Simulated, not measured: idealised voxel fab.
Proc. module: voxel capacitor over wiring
This is section cut - it's 275 nm across, gridded in 5 nm square cells.
This document writes a cross-section as a grid whose cells are square, and gives it as bands, listed from the top down; one or more rows of cells form a band. Read a band's entry like this: the first values are the height of its top and the height of its bottom in nm, and what follows is the sequence of materials from left to right, each with its width in nm. Note that "blank" is empty space, and that a single material marked "full width" reaches across the band from edge to edge. The reference from which all heights are counted is 0, the level beneath which the as-received wafer is entirely one material; the lowest band, having no lower bound, proceeds downward and is written after the example "0 nm and below". A two-number width, for instance "30->40", indicates that the width is equal to the first number in the top row of the band and to the second number in the bottom row, and that it changes by a constant amount per row of cells. Step note "no modifications" = no cross-section cell changed. Look at "Enclosed void listing" for the closed voids: empty spaces with no open path to the top, sized 8 cells or up. Each is width x height at distance, distance from the left edge, all nm. What comes after the settings on a step's line is commentary from the simulator itself on that step. The "overlay nm" setting may appear on a step's line; for a step that uses a mask, it gives how far to the right of its planned position the mask lay, and a negative value indicates the left.

Process steps foreseen in the plan:
step 1: op RECEIVE | material Si
step 2: op CONFORMAL_DEP | material SiO2 | thk nm 10
step 3: op DIRECTIONAL_DEP | material TiN | thk nm 5
step 4: op DIRECTIONAL_DEP | material Ru | thk nm 20
step 5: op MASKED_ETCH | tone cover | mask id METAL_1 | width nm 20 | pitch nm 90 | etch materials Ru | depth nm 20 | overlay nm 0
step 6: op MASKED_ETCH | tone cover | mask id METAL_1 | width nm 20 | pitch nm 90 | etch materials TiN | depth nm 5 | overlay nm 0
step 7: op FILL_DEP | material SiO2 | thk nm 5
step 8: op CMP | height nm 40
step 9: op CONFORMAL_DEP | material SiCN | thk nm 5
step 10: op DIRECTIONAL_DEP | material lowk | thk nm 20
step 11: op PATTERN | tone open | mask id PLUG_1 | material resist | width nm 15 | thk nm 20 | overlay nm 0
step 12: op DIRECTIONAL_ETCH | etch materials lowk | depth nm 20
step 13: op DIRECTIONAL_ETCH | etch materials SiCN | depth nm 5
step 14: op STRIP | etch materials resist
step 15: op CONFORMAL_DEP | material TiN | thk nm 5
step 16: op FILL_DEP | material Cu | thk nm 10
step 17: op CMP | height nm 65
step 18: op DIRECTIONAL_DEP | material TiN | thk nm 10
step 19: op DIRECTIONAL_DEP | material SiN | thk nm 5
step 20: op DIRECTIONAL_DEP | material TiN | thk nm 5
step 21: op MASKED_ETCH | tone cover | mask id UPPER_PLATE | width nm 75 | etch materials TiN | depth nm 5 | overlay nm 0
step 22: op MASKED_ETCH | tone cover | mask id UPPER_PLATE | width nm 75 | etch materials SiN | depth nm 5 | overlay nm 0
step 23: op MASKED_ETCH | tone cover | mask id LOWER_PLATE | width nm 85 | etch materials TiN | depth nm 10 | overlay nm 0
step 24: op FILL_DEP | material SiO2 | thk nm 15
step 25: op CMP | height nm 95
step 26: op PATTERN | tone open | mask id PLUG_2 | material resist | width nm 15 | thk nm 20 | overlay nm 0
step 27: op DIRECTIONAL_ETCH | etch materials SiO2 | depth nm 10
step 28: op STRIP | etch materials resist
step 29: op CONFORMAL_DEP | material TiN | thk nm 5
step 30: op FILL_DEP | material W | thk nm 5
step 31: op CMP | height nm 95
step 32: op CONFORMAL_DEP | material SiCN | thk nm 5
Where the wafers of this document differ is in the thk nm of step 2; they start out the same, and the plan states the value that applied to the first wafer.

So this is the first of several wafers, cross-sectioned as it came to us, meaning it's at the end of step 1:
- 0 nm and below: Si full width
- Enclosed void listing: none

Cross-sectional representation of the first of several wafers at the end of the module, i.e. after its terminal step, step 32:
- 100 nm to 95 nm: SiCN full width
- 95 nm to 90 nm: SiO2 95 nm, then TiN 5 nm, then W 5 nm, then TiN 5 nm, then SiO2 165 nm
- 90 nm to 80 nm: SiO2 95->85 nm, then TiN 15->75 nm, then SiO2 165->115 nm
- 80 nm to 75 nm: SiO2 85 nm, then SiN 75 nm, then SiO2 115 nm
- 75 nm to 65 nm: SiO2 80 nm, then TiN 85 nm, then SiO2 110 nm
- 65 nm to 45 nm: lowk 85 nm, then TiN 5 nm, then Cu 5 nm, then TiN 5 nm, then lowk 175 nm
- 45 nm to 40 nm: SiCN 85 nm, then TiN 15 nm, then SiCN 175 nm
- 40 nm to 35 nm: SiO2 full width
- 35 nm to 15 nm: SiO2 80 nm, then Ru 20 nm, then SiO2 70 nm, then Ru 20 nm, then SiO2 85 nm
- 15 nm to 10 nm: SiO2 80 nm, then TiN 20 nm, then SiO2 70 nm, then TiN 20 nm, then SiO2 85 nm
- 10 nm to 0 nm: SiO2 full width
- 0 nm and below: Si full width
- Enclosed void listing: none

A cross-section through the last wafer at the close of the module:
- 100 nm to 95 nm: SiCN full width
- 95 nm to 90 nm: SiO2 95 nm, then TiN 5 nm, then W 5 nm, then TiN 5 nm, then SiO2 165 nm
- 90 nm to 80 nm: SiO2 95->85 nm, then TiN 15->75 nm, then SiO2 165->115 nm
- 80 nm to 75 nm: SiO2 85 nm, then SiN 75 nm, then SiO2 115 nm
- 75 nm to 65 nm: SiO2 80 nm, then TiN 85 nm, then SiO2 110 nm
- 65 nm to 45 nm: lowk 85 nm, then TiN 5 nm, then Cu 5 nm, then TiN 5 nm, then lowk 175 nm
- 45 nm to 40 nm: SiCN 85 nm, then TiN 15 nm, then SiCN 175 nm
- 40 nm to 35 nm: SiO2 80 nm, then Ru 20 nm, then SiO2 70 nm, then Ru 20 nm, then SiO2 85 nm
- 35 nm to 30 nm: SiO2 80 nm, then TiN 20 nm, then SiO2 70 nm, then TiN 20 nm, then SiO2 85 nm
- 30 nm to 0 nm: SiO2 full width
- 0 nm and below: Si full width
- Enclosed void listing: none

End of module, by wafer: material-by-material cell gain (+) or loss (-) since receipt, then closed voids:
thk nm 10, +4 Cu, +32 Ru, +107 SiCN, +15 SiN, +660 SiO2, +73 TiN, +1 W, +208 lowk, Enclosed void listing: none
thk nm 15, +4 Cu, +32 Ru, +107 SiCN, +15 SiN, +660 SiO2, +73 TiN, +1 W, +208 lowk, Enclosed void listing: none
thk nm 20, +4 Cu, +24 Ru, +107 SiCN, +15 SiN, +668 SiO2, +73 TiN, +1 W, +208 lowk, Enclosed void listing: none
thk nm 25, +4 Cu, +16 Ru, +107 SiCN, +15 SiN, +676 SiO2, +73 TiN, +1 W, +208 lowk, Enclosed void listing: none
thk nm 30, +4 Cu, +8 Ru, +107 SiCN, +15 SiN, +684 SiO2, +73 TiN, +1 W, +208 lowk, Enclosed void listing: none
